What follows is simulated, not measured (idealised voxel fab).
process module | voxel transistor to metal
cross-section cut | 295 nm wide | cells 5 nm
A cross-section is a grid of square cells, given in bands from the top down. A band is one or more rows of cells.
Each band's line starts with the height of the band's top and of its bottom, in nm. Then come its materials from left to right, each with its width in nm. One material with "throughout" fills the band from edge to edge. "air" is empty space.
Height 0 is the level under which the wafer as received is all one material. The lowest band goes on downwards, as in "0 down".
A width such as "30 to 40" changes by the same amount from each row of cells to the next, from the band's top row to its bottom row.
"no change" after a step means that no cell of the cross-section changed.
closed voids: empty space of 8 cells or more with no open way to the top, each as width x height at its distance from the left edge, in nm
after a step's settings: what the simulator itself notes on the step
overlay nm, on a step with a mask: how far to the right of its planned place the mask lay; to the left if negative
plan
1 op RECEIVE | material Si
2 op CONFORMAL_DEP | material SiO2 | thk nm 5
3 op CONFORMAL_DEP | material SiN | thk nm 15
4 op MASKED_ETCH | tone cover | mask id ACTIVE | width nm 110 | pitch nm 130 | etch materials SiN | depth nm 15 | overlay nm 0
5 op MASKED_ETCH | tone cover | mask id ACTIVE | width nm 110 | pitch nm 130 | etch materials SiO2 | depth nm 5 | overlay nm 0
6 op MASKED_ETCH | tone cover | mask id ACTIVE | width nm 110 | pitch nm 130 | etch materials Si | depth nm 30 | overlay nm 0
7 op FILL_DEP | material SiO2 | thk nm 10
8 op CMP | height nm 20
9 op SELECTIVE_ETCH | etch materials SiO2 | depth nm 15
10 op STRIP | etch materials SiN
11 op SELECTIVE_ETCH | etch materials SiO2 | depth nm 5
12 op OXIDIZE | depth nm 5
13 op DIRECTIONAL_DEP | material polySi | thk nm 30
14 op DIRECTIONAL_DEP | material SiCN | thk nm 10
15 op DIRECTIONAL_DEP | material aC | thk nm 10
16 op PATTERN | tone cover | mask id GATE | material resist | width nm 20 | pitch nm 130 | thk nm 25 | overlay nm 0
17 op DIRECTIONAL_ETCH | etch materials aC | depth nm 10
18 op STRIP | etch materials resist
19 op DIRECTIONAL_ETCH | etch materials SiCN | depth nm 20
20 op DIRECTIONAL_ETCH | etch materials polySi | depth nm 40
21 op STRIP | etch materials aC
22 op CONFORMAL_DEP | material SiO2 | thk nm 5
23 op DIRECTIONAL_ETCH | etch materials SiO2 | depth nm 5
24 op CONFORMAL_DEP | material SiN | thk nm 5
25 op DIRECTIONAL_ETCH | etch materials SiN | depth nm 5
26 op DIRECTIONAL_ETCH | etch materials SiO2 | depth nm 5
27 op EPI | material SiGe | thk nm 5
28 op FILL_DEP | material SiO2 | thk nm 5
29 op CMP | height nm 40
30 op DIRECTIONAL_DEP | material SiO2 | thk nm 15
31 op DIRECTIONAL_DEP | material aC | thk nm 10
32 op PATTERN | tone open | mask id CONTACT | material resist | width nm 20 | thk nm 30 | overlay nm 0
33 op DIRECTIONAL_ETCH | etch materials aC | depth nm 10
34 op STRIP | etch materials resist
35 op DIRECTIONAL_ETCH | etch materials SiO2 | depth nm 55
36 op STRIP | etch materials aC
37 op CONFORMAL_DEP | material TiN | thk nm 5
38 op FILL_DEP | material Ru | thk nm 5
39 op CMP | height nm 55
40 op CONFORMAL_DEP | material SiN | thk nm 5
41 op DIRECTIONAL_DEP | material lowk | thk nm 25
42 op DIRECTIONAL_DEP | material aC | thk nm 15
43 op PATTERN | tone open | mask id METAL_1 | material resist | width nm 20 | thk nm 35 | overlay nm 0
44 op DIRECTIONAL_ETCH | etch materials aC | depth nm 15
45 op STRIP | etch materials resist
46 op DIRECTIONAL_ETCH | etch materials lowk | depth nm 25
47 op DIRECTIONAL_ETCH | etch materials SiN | depth nm 5
48 op STRIP | etch materials aC
49 op CONFORMAL_DEP | material TiN | thk nm 5
50 op FILL_DEP | material W | thk nm 10
51 op CMP | height nm 85
52 op EPI | material Ru | thk nm 5
53 op FILL_DEP | material SiCN | thk nm 5
54 op DIRECTIONAL_DEP | material SiO2 | thk nm 25
55 op DIRECTIONAL_DEP | material aC | thk nm 10
56 op PATTERN | tone open | mask id METAL_2 | material resist | width nm 20 | pitch nm 130 | thk nm 25 | overlay nm 0
57 op DIRECTIONAL_ETCH | etch materials aC | depth nm 10
58 op STRIP | etch materials resist
59 op DIRECTIONAL_ETCH | etch materials SiO2 | depth nm 15
60 op STRIP | etch materials aC
61 op DIRECTIONAL_DEP | material aC | thk nm 10
62 op PATTERN | tone open | mask id METAL_2_HOLES | material resist | width nm 15 | pitch nm 130 | thk nm 25 | overlay nm 0
63 op DIRECTIONAL_ETCH | etch materials aC | depth nm 10
64 op STRIP | etch materials resist
65 op DIRECTIONAL_ETCH | etch materials SiO2 | depth nm 10
66 op DIRECTIONAL_ETCH | etch materials SiCN | depth nm 5
67 op STRIP | etch materials aC
68 op CONFORMAL_DEP | material TiN | thk nm 5
69 op FILL_DEP | material Cu | thk nm 10
70 op CMP | height nm 120
71 op CONFORMAL_DEP | material SiCN | thk nm 5
first wafer, as planned
as received, after step 1
  0 down: Si throughout
  closed voids: none
after step 2
  5 to 0: SiO2 throughout
  below 0: unchanged
after step 3
  20 to 5: SiN throughout
  below 5: unchanged
after step 4
  20 to 5: air 25 | SiN 110 | air 20 | SiN 110 | air 30
  below 5: unchanged
after step 5
  20 to 5: air 25 | SiN 110 | air 20 | SiN 110 | air 30
  5 to 0: air 25 | SiO2 110 | air 20 | SiO2 110 | air 30
  below 0: unchanged
after step 6
  20 to 5: air 25 | SiN 110 | air 20 | SiN 110 | air 30
  5 to 0: air 25 | SiO2 110 | air 20 | SiO2 110 | air 30
  0 to -30: air 25 | Si 110 | air 20 | Si 110 | air 30
  below -30: unchanged
after step 7
  30 to 20: SiO2 throughout
  20 to 5: SiO2 25 | SiN 110 | SiO2 20 | SiN 110 | SiO2 30
  5 to 0: SiO2 throughout
  0 to -30: SiO2 25 | Si 110 | SiO2 20 | Si 110 | SiO2 30
  below -30: unchanged
after step 8
  20 to 5: SiO2 25 | SiN 110 | SiO2 20 | SiN 110 | SiO2 30
  below 5: unchanged
after step 9
  20 to 5: air 25 | SiN 110 | air 20 | SiN 110 | air 30
  below 5: unchanged
after step 10
  5 to 0: SiO2 throughout
  below 0: unchanged
after step 11
  0 to -30: SiO2 25 | Si 110 | SiO2 20 | Si 110 | SiO2 30
  below -30: unchanged
after step 12
  0 to -5: SiO2 throughout
  below -5: unchanged
after step 13
  30 to 0: polySi throughout
  below 0: unchanged
after step 14
  40 to 30: SiCN throughout
  below 30: unchanged
after step 15
  50 to 40: aC throughout
  below 40: unchanged
after step 16
  75 to 50: air 70 | resist 20 | air 110 | resist 20 | air 75
  below 50: unchanged
after step 17
  65 to 50: air 70 | resist 20 | air 110 | resist 20 | air 75
  50 to 40: air 70 | aC 20 | air 110 | aC 20 | air 75
  below 40: unchanged
after step 18
  50 to 40: air 70 | aC 20 | air 110 | aC 20 | air 75
  below 40: unchanged
after step 19
  50 to 40: air 70 | aC 20 | air 110 | aC 20 | air 75
  40 to 30: air 70 | SiCN 20 | air 110 | SiCN 20 | air 75
  below 30: unchanged
after step 20
  50 to 40: air 70 | aC 20 | air 110 | aC 20 | air 75
  40 to 30: air 70 | SiCN 20 | air 110 | SiCN 20 | air 75
  30 to 0: air 70 | polySi 20 | air 110 | polySi 20 | air 75
  below 0: unchanged
after step 21
  40 to 30: air 70 | SiCN 20 | air 110 | SiCN 20 | air 75
  below 30: unchanged
after step 22
  45 to 40: air 65 | SiO2 30 | air 100 | SiO2 30 | air 70
  40 to 30: air 65 | SiO2 5 | SiCN 20 | SiO2 5 | air 100 | SiO2 5 | SiCN 20 | SiO2 5 | air 70
  30 to 5: air 65 | SiO2 5 | polySi 20 | SiO2 5 | air 100 | SiO2 5 | polySi 20 | SiO2 5 | air 70
  5 to 0: SiO2 70 | polySi 20 | SiO2 110 | polySi 20 | SiO2 75
  below 0: unchanged
after step 23
  40 to 30: air 65 | SiO2 5 | SiCN 20 | SiO2 5 | air 100 | SiO2 5 | SiCN 20 | SiO2 5 | air 70
  30 to 0: air 65 | SiO2 5 | polySi 20 | SiO2 5 | air 100 | SiO2 5 | polySi 20 | SiO2 5 | air 70
  below 0: unchanged
after step 24
  45 to 40: air 60 | SiN 40 | air 90 | SiN 40 | air 65
  40 to 30: air 60 | SiN 5 | SiO2 5 | SiCN 20 | SiO2 5 | SiN 5 | air 90 | SiN 5 | SiO2 5 | SiCN 20 | SiO2 5 | SiN 5 | air 65
  30 to 5: air 60 | SiN 5 | SiO2 5 | polySi 20 | SiO2 5 | SiN 5 | air 90 | SiN 5 | SiO2 5 | polySi 20 | SiO2 5 | SiN 5 | air 65
  5 to 0: SiN 65 | SiO2 5 | polySi 20 | SiO2 5 | SiN 100 | SiO2 5 | polySi 20 | SiO2 5 | SiN 70
  below 0: unchanged
after step 25
  40 to 30: air 60 | SiN 5 | SiO2 5 | SiCN 20 | SiO2 5 | SiN 5 | air 90 | SiN 5 | SiO2 5 | SiCN 20 | SiO2 5 | SiN 5 | air 65
  30 to 0: air 60 | SiN 5 | SiO2 5 | polySi 20 | SiO2 5 | SiN 5 | air 90 | SiN 5 | SiO2 5 | polySi 20 | SiO2 5 | SiN 5 | air 65
  below 0: unchanged
after step 26
  40 to 35: air 60 | SiN 5 | air 5 | SiCN 20 | air 5 | SiN 5 | air 90 | SiN 5 | air 5 | SiCN 20 | air 5 | SiN 5 | air 65
  35 to 30: air 60 | SiN 5 | SiO2 5 | SiCN 20 | SiO2 5 | SiN 5 | air 90 | SiN 5 | SiO2 5 | SiCN 20 | SiO2 5 | SiN 5 | air 65
  30 to 0: air 60 | SiN 5 | SiO2 5 | polySi 20 | SiO2 5 | SiN 5 | air 90 | SiN 5 | SiO2 5 | polySi 20 | SiO2 5 | SiN 5 | air 65
  0 to -5: air 60 | SiO2 40 | air 90 | SiO2 40 | air 65
  below -5: unchanged
after step 27
  40 to 35: air 60 | SiN 5 | air 5 | SiCN 20 | air 5 | SiN 5 | air 90 | SiN 5 | air 5 | SiCN 20 | air 5 | SiN 5 | air 65
  35 to 30: air 60 | SiN 5 | SiO2 5 | SiCN 20 | SiO2 5 | SiN 5 | air 90 | SiN 5 | SiO2 5 | SiCN 20 | SiO2 5 | SiN 5 | air 65
  30 to 0: air 60 | SiN 5 | SiO2 5 | polySi 20 | SiO2 5 | SiN 5 | air 90 | SiN 5 | SiO2 5 | polySi 20 | SiO2 5 | SiN 5 | air 65
  0 to -5: air 20 | SiGe 40 | SiO2 40 | SiGe 40 | air 10 | SiGe 40 | SiO2 40 | SiGe 40 | air 25
  below -5: unchanged
after step 28
  45 to 40: SiO2 throughout
  40 to 30: SiO2 60 | SiN 5 | SiO2 5 | SiCN 20 | SiO2 5 | SiN 5 | SiO2 90 | SiN 5 | SiO2 5 | SiCN 20 | SiO2 5 | SiN 5 | SiO2 65
  30 to 0: SiO2 60 | SiN 5 | SiO2 5 | polySi 20 | SiO2 5 | SiN 5 | SiO2 90 | SiN 5 | SiO2 5 | polySi 20 | SiO2 5 | SiN 5 | SiO2 65
  0 to -5: SiO2 20 | SiGe 40 | SiO2 40 | SiGe 40 | SiO2 10 | SiGe 40 | SiO2 40 | SiGe 40 | SiO2 25
  below -5: unchanged
after step 29
  40 to 30: SiO2 60 | SiN 5 | SiO2 5 | SiCN 20 | SiO2 5 | SiN 5 | SiO2 90 | SiN 5 | SiO2 5 | SiCN 20 | SiO2 5 | SiN 5 | SiO2 65
  below 30: unchanged
after step 30
  55 to 40: SiO2 throughout
  below 40: unchanged
after step 31
  65 to 55: aC throughout
  below 55: unchanged
after step 32
  95 to 65: resist 30 | air 20 | resist 60 | air 20 | resist 30 | air 20 | resist 60 | air 20 | resist 35
  below 65: unchanged
after step 33
  85 to 65: resist 30 | air 20 | resist 60 | air 20 | resist 30 | air 20 | resist 60 | air 20 | resist 35
  65 to 55: aC 30 | air 20 | aC 60 | air 20 | aC 30 | air 20 | aC 60 | air 20 | aC 35
  below 55: unchanged
after step 34
  65 to 55: aC 30 | air 20 | aC 60 | air 20 | aC 30 | air 20 | aC 60 | air 20 | aC 35
  below 55: unchanged
after step 35
  65 to 55: aC 30 | air 20 | aC 60 | air 20 | aC 30 | air 20 | aC 60 | air 20 | aC 35
  55 to 40: SiO2 30 | air 20 | SiO2 60 | air 20 | SiO2 30 | air 20 | SiO2 60 | air 20 | SiO2 35
  40 to 30: SiO2 30 | air 20 | SiO2 10 | SiN 5 | SiO2 5 | SiCN 20 | SiO2 5 | SiN 5 | SiO2 10 | air 20 | SiO2 30 | air 20 | SiO2 10 | SiN 5 | SiO2 5 | SiCN 20 | SiO2 5 | SiN 5 | SiO2 10 | air 20 | SiO2 35
  30 to 0: SiO2 30 | air 20 | SiO2 10 | SiN 5 | SiO2 5 | polySi 20 | SiO2 5 | SiN 5 | SiO2 10 | air 20 | SiO2 30 | air 20 | SiO2 10 | SiN 5 | SiO2 5 | polySi 20 | SiO2 5 | SiN 5 | SiO2 10 | air 20 | SiO2 35
  below 0: unchanged
after step 36
  55 to 40: SiO2 30 | air 20 | SiO2 60 | air 20 | SiO2 30 | air 20 | SiO2 60 | air 20 | SiO2 35
  below 40: unchanged
after step 37
  60 to 55: TiN 35 | air 10 | TiN 70 | air 10 | TiN 40 | air 10 | TiN 70 | air 10 | TiN 40
  55 to 40: SiO2 30 | TiN 5 | air 10 | TiN 5 | SiO2 60 | TiN 5 | air 10 | TiN 5 | SiO2 30 | TiN 5 | air 10 | TiN 5 | SiO2 60 | TiN 5 | air 10 | TiN 5 | SiO2 35
  40 to 30: SiO2 30 | TiN 5 | air 10 | TiN 5 | SiO2 10 | SiN 5 | SiO2 5 | SiCN 20 | SiO2 5 | SiN 5 | SiO2 10 | TiN 5 | air 10 | TiN 5 | SiO2 30 | TiN 5 | air 10 | TiN 5 | SiO2 10 | SiN 5 | SiO2 5 | SiCN 20 | SiO2 5 | SiN 5 | SiO2 10 | TiN 5 | air 10 | TiN 5 | SiO2 35
  30 to 5: SiO2 30 | TiN 5 | air 10 | TiN 5 | SiO2 10 | SiN 5 | SiO2 5 | polySi 20 | SiO2 5 | SiN 5 | SiO2 10 | TiN 5 | air 10 | TiN 5 | SiO2 30 | TiN 5 | air 10 | TiN 5 | SiO2 10 | SiN 5 | SiO2 5 | polySi 20 | SiO2 5 | SiN 5 | SiO2 10 | TiN 5 | air 10 | TiN 5 | SiO2 35
  5 to 0: SiO2 30 | TiN 20 | SiO2 10 | SiN 5 | SiO2 5 | polySi 20 | SiO2 5 | SiN 5 | SiO2 10 | TiN 20 | SiO2 30 | TiN 20 | SiO2 10 | SiN 5 | SiO2 5 | polySi 20 | SiO2 5 | SiN 5 | SiO2 10 | TiN 20 | SiO2 35
  below 0: unchanged
after step 38
  65 to 60: Ru throughout
  60 to 55: TiN 35 | Ru 10 | TiN 70 | Ru 10 | TiN 40 | Ru 10 | TiN 70 | Ru 10 | TiN 40
  55 to 40: SiO2 30 | TiN 5 | Ru 10 | TiN 5 | SiO2 60 | TiN 5 | Ru 10 | TiN 5 | SiO2 30 | TiN 5 | Ru 10 | TiN 5 | SiO2 60 | TiN 5 | Ru 10 | TiN 5 | SiO2 35
  40 to 30: SiO2 30 | TiN 5 | Ru 10 | TiN 5 | SiO2 10 | SiN 5 | SiO2 5 | SiCN 20 | SiO2 5 | SiN 5 | SiO2 10 | TiN 5 | Ru 10 | TiN 5 | SiO2 30 | TiN 5 | Ru 10 | TiN 5 | SiO2 10 | SiN 5 | SiO2 5 | SiCN 20 | SiO2 5 | SiN 5 | SiO2 10 | TiN 5 | Ru 10 | TiN 5 | SiO2 35
  30 to 5: SiO2 30 | TiN 5 | Ru 10 | TiN 5 | SiO2 10 | SiN 5 | SiO2 5 | polySi 20 | SiO2 5 | SiN 5 | SiO2 10 | TiN 5 | Ru 10 | TiN 5 | SiO2 30 | TiN 5 | Ru 10 | TiN 5 | SiO2 10 | SiN 5 | SiO2 5 | polySi 20 | SiO2 5 | SiN 5 | SiO2 10 | TiN 5 | Ru 10 | TiN 5 | SiO2 35
  below 5: unchanged
after step 39
  55 to 40: SiO2 30 | TiN 5 | Ru 10 | TiN 5 | SiO2 60 | TiN 5 | Ru 10 | TiN 5 | SiO2 30 | TiN 5 | Ru 10 | TiN 5 | SiO2 60 | TiN 5 | Ru 10 | TiN 5 | SiO2 35
  below 40: unchanged
after step 40
  60 to 55: SiN throughout
  below 55: unchanged
after step 41
  85 to 60: lowk throughout
  below 60: unchanged
after step 42
  100 to 85: aC throughout
  below 85: unchanged
after step 43
  135 to 100: resist 30 | air 20 | resist 60 | air 20 | resist 30 | air 20 | resist 60 | air 20 | resist 35
  below 100: unchanged
after step 44
  120 to 100: resist 30 | air 20 | resist 60 | air 20 | resist 30 | air 20 | resist 60 | air 20 | resist 35
  100 to 85: aC 30 | air 20 | aC 60 | air 20 | aC 30 | air 20 | aC 60 | air 20 | aC 35
  below 85: unchanged
after step 45
  100 to 85: aC 30 | air 20 | aC 60 | air 20 | aC 30 | air 20 | aC 60 | air 20 | aC 35
  below 85: unchanged
after step 46
  100 to 85: aC 30 | air 20 | aC 60 | air 20 | aC 30 | air 20 | aC 60 | air 20 | aC 35
  85 to 60: lowk 30 | air 20 | lowk 60 | air 20 | lowk 30 | air 20 | lowk 60 | air 20 | lowk 35
  below 60: unchanged
after step 47
  100 to 85: aC 30 | air 20 | aC 60 | air 20 | aC 30 | air 20 | aC 60 | air 20 | aC 35
  85 to 60: lowk 30 | air 20 | lowk 60 | air 20 | lowk 30 | air 20 | lowk 60 | air 20 | lowk 35
  60 to 55: SiN 30 | air 20 | SiN 60 | air 20 | SiN 30 | air 20 | SiN 60 | air 20 | SiN 35
  below 55: unchanged
after step 48
  85 to 60: lowk 30 | air 20 | lowk 60 | air 20 | lowk 30 | air 20 | lowk 60 | air 20 | lowk 35
  below 60: unchanged
after step 49
  90 to 85: TiN 35 | air 10 | TiN 70 | air 10 | TiN 40 | air 10 | TiN 70 | air 10 | TiN 40
  85 to 60: lowk 30 | TiN 5 | air 10 | TiN 5 | lowk 60 | TiN 5 | air 10 | TiN 5 | lowk 30 | TiN 5 | air 10 | TiN 5 | lowk 60 | TiN 5 | air 10 | TiN 5 | lowk 35
  60 to 55: SiN 30 | TiN 20 | SiN 60 | TiN 20 | SiN 30 | TiN 20 | SiN 60 | TiN 20 | SiN 35
  below 55: unchanged
after step 50
  100 to 90: W throughout
  90 to 85: TiN 35 | W 10 | TiN 70 | W 10 | TiN 40 | W 10 | TiN 70 | W 10 | TiN 40
  85 to 60: lowk 30 | TiN 5 | W 10 | TiN 5 | lowk 60 | TiN 5 | W 10 | TiN 5 | lowk 30 | TiN 5 | W 10 | TiN 5 | lowk 60 | TiN 5 | W 10 | TiN 5 | lowk 35
  below 60: unchanged
after step 51
  85 to 60: lowk 30 | TiN 5 | W 10 | TiN 5 | lowk 60 | TiN 5 | W 10 | TiN 5 | lowk 30 | TiN 5 | W 10 | TiN 5 | lowk 60 | TiN 5 | W 10 | TiN 5 | lowk 35
  below 60: unchanged
after step 52
  90 to 85: air 25 | Ru 30 | air 50 | Ru 30 | air 20 | Ru 30 | air 50 | Ru 30 | air 30
  below 85: unchanged
after step 53
  95 to 90: SiCN throughout
  90 to 85: SiCN 25 | Ru 30 | SiCN 50 | Ru 30 | SiCN 20 | Ru 30 | SiCN 50 | Ru 30 | SiCN 30
  below 85: unchanged
after step 54
  120 to 95: SiO2 throughout
  below 95: unchanged
after step 55
  130 to 120: aC throughout
  below 120: unchanged
after step 56
  155 to 130: resist 30 | air 20 | resist 110 | air 20 | resist 115
  below 130: unchanged
after step 57
  145 to 130: resist 30 | air 20 | resist 110 | air 20 | resist 115
  130 to 120: aC 30 | air 20 | aC 110 | air 20 | aC 115
  below 120: unchanged
after step 58
  130 to 120: aC 30 | air 20 | aC 110 | air 20 | aC 115
  below 120: unchanged
after step 59
  130 to 120: aC 30 | air 20 | aC 110 | air 20 | aC 115
  120 to 105: SiO2 30 | air 20 | SiO2 110 | air 20 | SiO2 115
  below 105: unchanged
after step 60
  120 to 105: SiO2 30 | air 20 | SiO2 110 | air 20 | SiO2 115
  below 105: unchanged
after step 61
  130 to 120: aC 30 | air 20 | aC 110 | air 20 | aC 115
  120 to 115: SiO2 30 | air 20 | SiO2 110 | air 20 | SiO2 115
  115 to 105: SiO2 30 | aC 20 | SiO2 110 | aC 20 | SiO2 115
  below 105: unchanged
after step 62
  155 to 130: resist 30 | air 15 | resist 115 | air 15 | resist 120
  130 to 120: aC 30 | air 15 | resist 5 | aC 110 | air 15 | resist 5 | aC 115
  120 to 115: SiO2 30 | air 15 | resist 5 | SiO2 110 | air 15 | resist 5 | SiO2 115
  below 115: unchanged
after step 63
  145 to 130: resist 30 | air 15 | resist 115 | air 15 | resist 120
  130 to 120: aC 30 | air 15 | resist 5 | aC 110 | air 15 | resist 5 | aC 115
  120 to 115: SiO2 30 | air 15 | resist 5 | SiO2 110 | air 15 | resist 5 | SiO2 115
  115 to 105: SiO2 30 | air 15 | aC 5 | SiO2 110 | air 15 | aC 5 | SiO2 115
  below 105: unchanged
after step 64
  130 to 120: aC 30 | air 20 | aC 110 | air 20 | aC 115
  120 to 115: SiO2 30 | air 20 | SiO2 110 | air 20 | SiO2 115
  below 115: unchanged
after step 65
  130 to 120: aC 30 | air 20 | aC 110 | air 20 | aC 115
  120 to 115: SiO2 30 | air 20 | SiO2 110 | air 20 | SiO2 115
  115 to 105: SiO2 30 | air 15 | aC 5 | SiO2 110 | air 15 | aC 5 | SiO2 115
  105 to 95: SiO2 30 | air 15 | SiO2 115 | air 15 | SiO2 120
  below 95: unchanged
after step 66
  130 to 120: aC 30 | air 20 | aC 110 | air 20 | aC 115
  120 to 115: SiO2 30 | air 20 | SiO2 110 | air 20 | SiO2 115
  115 to 105: SiO2 30 | air 15 | aC 5 | SiO2 110 | air 15 | aC 5 | SiO2 115
  105 to 95: SiO2 30 | air 15 | SiO2 115 | air 15 | SiO2 120
  95 to 90: SiCN 30 | air 15 | SiCN 115 | air 15 | SiCN 120
  below 90: unchanged
after step 67
  120 to 105: SiO2 30 | air 20 | SiO2 110 | air 20 | SiO2 115
  below 105: unchanged
after step 68
  125 to 120: TiN 35 | air 10 | TiN 120 | air 10 | TiN 120
  120 to 110: SiO2 30 | TiN 5 | air 10 | TiN 5 | SiO2 110 | TiN 5 | air 10 | TiN 5 | SiO2 115
  110 to 105: SiO2 30 | TiN 5 | air 5 | TiN 10 | SiO2 110 | TiN 5 | air 5 | TiN 10 | SiO2 115
  105 to 95: SiO2 30 | TiN 5 | air 5 | TiN 5 | SiO2 115 | TiN 5 | air 5 | TiN 5 | SiO2 120
  95 to 90: SiCN 30 | TiN 15 | SiCN 115 | TiN 15 | SiCN 120
  below 90: unchanged
after step 69
  135 to 125: Cu throughout
  125 to 120: TiN 35 | Cu 10 | TiN 120 | Cu 10 | TiN 120
  120 to 110: SiO2 30 | TiN 5 | Cu 10 | TiN 5 | SiO2 110 | TiN 5 | Cu 10 | TiN 5 | SiO2 115
  110 to 105: SiO2 30 | TiN 5 | Cu 5 | TiN 10 | SiO2 110 | TiN 5 | Cu 5 | TiN 10 | SiO2 115
  105 to 95: SiO2 30 | TiN 5 | Cu 5 | TiN 5 | SiO2 115 | TiN 5 | Cu 5 | TiN 5 | SiO2 120
  below 95: unchanged
after step 70
  120 to 110: SiO2 30 | TiN 5 | Cu 10 | TiN 5 | SiO2 110 | TiN 5 | Cu 10 | TiN 5 | SiO2 115
  below 110: unchanged
after step 71
  125 to 120: SiCN throughout
  below 120: unchanged
second wafer: like start, like plan, one mistake. Through step 55 it matches the first wafer
when step 56 should have ended
  155 to 130: resist 35 | air 20 | resist 110 | air 20 | resist 110
  below 130: unchanged
when step 57 should have ended
  145 to 130: resist 35 | air 20 | resist 110 | air 20 | resist 110
  130 to 120: aC 35 | air 20 | aC 110 | air 20 | aC 110
  below 120: unchanged
when step 58 should have ended
  130 to 120: aC 35 | air 20 | aC 110 | air 20 | aC 110
  below 120: unchanged
when step 59 should have ended
  130 to 120: aC 35 | air 20 | aC 110 | air 20 | aC 110
  120 to 105: SiO2 35 | air 20 | SiO2 110 | air 20 | SiO2 110
  below 105: unchanged
when step 60 should have ended
  120 to 105: SiO2 35 | air 20 | SiO2 110 | air 20 | SiO2 110
  below 105: unchanged
when step 61 should have ended
  130 to 120: aC 35 | air 20 | aC 110 | air 20 | aC 110
  120 to 115: SiO2 35 | air 20 | SiO2 110 | air 20 | SiO2 110
  115 to 105: SiO2 35 | aC 20 | SiO2 110 | aC 20 | SiO2 110
  below 105: unchanged
when step 62 should have ended
  155 to 130: resist 30 | air 15 | resist 115 | air 15 | resist 120
  130 to 120: aC 35 | air 10 | resist 10 | aC 110 | air 10 | resist 10 | aC 110
  120 to 115: SiO2 35 | air 10 | resist 10 | SiO2 110 | air 10 | resist 10 | SiO2 110
  below 115: unchanged
when step 63 should have ended
  145 to 130: resist 30 | air 15 | resist 115 | air 15 | resist 120
  130 to 120: aC 30 | air 15 | resist 10 | aC 105 | air 15 | resist 10 | aC 110
  120 to 115: SiO2 35 | air 10 | resist 10 | SiO2 110 | air 10 | resist 10 | SiO2 110
  115 to 105: SiO2 35 | air 10 | aC 10 | SiO2 110 | air 10 | aC 10 | SiO2 110
  below 105: unchanged
when step 64 should have ended
  130 to 120: aC 30 | air 25 | aC 105 | air 25 | aC 110
  120 to 115: SiO2 35 | air 20 | SiO2 110 | air 20 | SiO2 110
  below 115: unchanged
when step 65 should have ended
  130 to 120: aC 30 | air 25 | aC 105 | air 25 | aC 110
  120 to 115: SiO2 30 | air 25 | SiO2 105 | air 25 | SiO2 110
  115 to 105: SiO2 30 to 35 | air 15 to 10 | aC 10 | SiO2 105 to 110 | air 15 to 10 | aC 10 | SiO2 110
  105 to 95: SiO2 35 | air 10 | SiO2 120 | air 10 | SiO2 120
  below 95: unchanged
when step 66 should have ended
  130 to 120: aC 30 | air 25 | aC 105 | air 25 | aC 110
  120 to 115: SiO2 30 | air 25 | SiO2 105 | air 25 | SiO2 110
  115 to 105: SiO2 30 to 35 | air 15 to 10 | aC 10 | SiO2 105 to 110 | air 15 to 10 | aC 10 | SiO2 110
  105 to 95: SiO2 35 | air 10 | SiO2 120 | air 10 | SiO2 120
  95 to 90: SiCN 35 | air 10 | SiCN 120 | air 10 | SiCN 120
  below 90: unchanged
when step 67 should have ended
  120 to 110: SiO2 30 | air 25 | SiO2 105 | air 25 | SiO2 110
  110 to 105: SiO2 35 | air 20 | SiO2 110 | air 20 | SiO2 110
  below 105: unchanged
when step 68 should have ended
  125 to 120: TiN 35 | air 15 | TiN 115 | air 15 | TiN 115
  120 to 110: SiO2 30 | TiN 5 to 10 | air 15 to 10 | TiN 5 | SiO2 105 | TiN 5 to 10 | air 15 to 10 | TiN 5 | SiO2 110
  110 to 105: SiO2 35 | TiN 20 | SiO2 110 | TiN 20 | SiO2 110
  105 to 95: SiO2 35 | TiN 10 | SiO2 120 | TiN 10 | SiO2 120
  95 to 90: SiCN 35 | TiN 10 | SiCN 120 | TiN 10 | SiCN 120
  below 90: unchanged
when step 69 should have ended
  135 to 125: Cu throughout
  125 to 120: TiN 35 | Cu 15 | TiN 115 | Cu 15 | TiN 115
  120 to 110: SiO2 30 | TiN 5 to 10 | Cu 15 to 10 | TiN 5 | SiO2 105 | TiN 5 to 10 | Cu 15 to 10 | TiN 5 | SiO2 110
  below 110: unchanged
when step 70 should have ended
  120 to 110: SiO2 30 | TiN 5 to 10 | Cu 15 to 10 | TiN 5 | SiO2 105 | TiN 5 to 10 | Cu 15 to 10 | TiN 5 | SiO2 110
  below 110: unchanged
when step 71 should have ended
  125 to 120: SiCN throughout
  below 120: unchanged
what went wrong: step 56 ran as: op PATTERN | tone open | mask id METAL_2 | material resist | width nm 20 | pitch nm 130 | thk nm 25 | overlay nm 5
at the end the second wafer has, in cells: 4 fewer of Cu | 2 more of SiCN | 2 more of TiN
